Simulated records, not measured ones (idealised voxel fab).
You're looking at the process module voxel self aligned vias.
Each square cell in cross-section cut measures 5 nm, and the section as a whole is 170 nm wide.
Throughout this document, each cross-section is represented as a grid of square cells and is presented as a sequence of bands enumerated from the top downward, where a band comprises one or more rows of cells. Band: top and bottom heights (nm) first, top before bottom; then materials from left to right, widths in nm. "edge to edge" marks a sole material filling the band edge to edge. "blank" denotes empty space. A quick word on heights: they are counted from 0, and under that level the wafer as it came to us is one material throughout. The lowest band is different from the rest in having no bottom; it simply continues downward, written as in "0..down". A width such as "30 to 40" changes by the same amount from each row of cells to the next, from the band's top row to its bottom row. The cross-section has no changed cell in any step marked "nothing different". Closed empty spaces (no open way to the top) of 8 cells or more are what "Enclosed internal cavities" lists, each as width x height at distance from the left edge, nm for all three. Post-settings text on a step line: simulator's own remark regarding the step. overlay nm: mask right of planned place by this much (step with mask). Neg. = left.
-- Below is the list of planned process steps
1. RECEIVE: material Si
2. CONFORMAL_DEP: material SiO2, thk nm 15
3. CONFORMAL_DEP: material SiCN, thk nm 5
4. DIRECTIONAL_DEP: material lowk, thk nm 20
5. PATTERN: tone open, mask id LINES, material resist, width nm 20, pitch nm 55, thk nm 20, overlay nm 0
6. DIRECTIONAL_ETCH: etch materials lowk, depth nm 20
7. STRIP: etch materials resist
8. CONFORMAL_DEP: material TiN, thk nm 5
9. FILL_DEP: material Ru, thk nm 5
10. CMP: height nm 30
11. SELECTIVE_ETCH: etch materials W Ru TiN, depth nm 10
12. FILL_DEP: material SiN, thk nm 10
13. CMP: height nm 40
14. DIRECTIONAL_DEP: material lowk, thk nm 20
15. MASKED_ETCH: tone open, mask id VIAS, width nm 30, pitch nm 110, etch materials lowk, depth nm 20, overlay nm 0
16. MASKED_ETCH: tone open, mask id VIAS, width nm 30, pitch nm 110, etch materials SiN, depth nm 10, overlay nm 0
17. CONFORMAL_DEP: material TiN, thk nm 5
18. FILL_DEP: material Ru, thk nm 10
19. CMP: height nm 60
20. CONFORMAL_DEP: material SiN, thk nm 5
The wafers are alike at the start. At step 10, their height nm differs. The plan lists the first wafer's value.
-- First of several wafers, received after step 1, in cross-section
0..down | Si edge to edge
Enclosed internal cavities: none
-- First of several wafers in cross-section at module end, following the final step, step 20
65..60 | SiN edge to edge
60..40 | lowk 15; TiN 5; Ru 20; TiN 5; lowk 80; TiN 5; Ru 20; TiN 5; lowk 15
40..35 | SiN 15; TiN 5; Ru 20; TiN 5; SiN 80; TiN 5; Ru 20; TiN 5; SiN 15
35..30 | SiN 15; TiN 30; SiN 80; TiN 30; SiN 15
30..20 | lowk 20; SiN 20; lowk 35; SiN 20; lowk 35; SiN 20; lowk 20
20..15 | SiCN edge to edge
15..0 | SiO2 edge to edge
0..down | Si edge to edge
Enclosed internal cavities: none
-- Cross-sectional view, end of module, last wafer of several
65..60 | SiN edge to edge
60..45 | lowk 15; TiN 5; Ru 20; TiN 5; lowk 80; TiN 5; Ru 20; TiN 5; lowk 15
45..40 | lowk 15; TiN 30; lowk 80; TiN 30; lowk 15
40..25 | lowk 20; TiN 5; Ru 10; TiN 5; lowk 35; TiN 5; Ru 10; TiN 5; lowk 35; TiN 5; Ru 10; TiN 5; lowk 20
25..20 | lowk 20; TiN 20; lowk 35; TiN 20; lowk 35; TiN 20; lowk 20
20..15 | SiCN edge to edge
15..0 | SiO2 edge to edge
0..down | Si edge to edge
Enclosed internal cavities: none
-- The following table contains a row per wafer, in which are reported, at the conclusion of the module, the cells of each material gained (+) or lost (-) since the wafer's receipt, with its closed voids given thereafter
height nm 30; +40 Ru; +34 SiCN; +102 SiN; +102 SiO2; +32 TiN; +132 lowk; Enclosed internal cavities: none
height nm 35; +36 Ru; +34 SiCN; +72 SiN; +102 SiO2; +44 TiN; +154 lowk; Enclosed internal cavities: none
height nm 40; +38 Ru; +34 SiCN; +42 SiN; +102 SiO2; +50 TiN; +176 lowk; Enclosed internal cavities: none
height nm 45; +40 Ru; +34 SiCN; +38 SiN; +102 SiO2; +52 TiN; +176 lowk; Enclosed internal cavities: none
height nm 50; +42 Ru; +34 SiCN; +34 SiN; +102 SiO2; +54 TiN; +176 lowk; Enclosed internal cavities: none
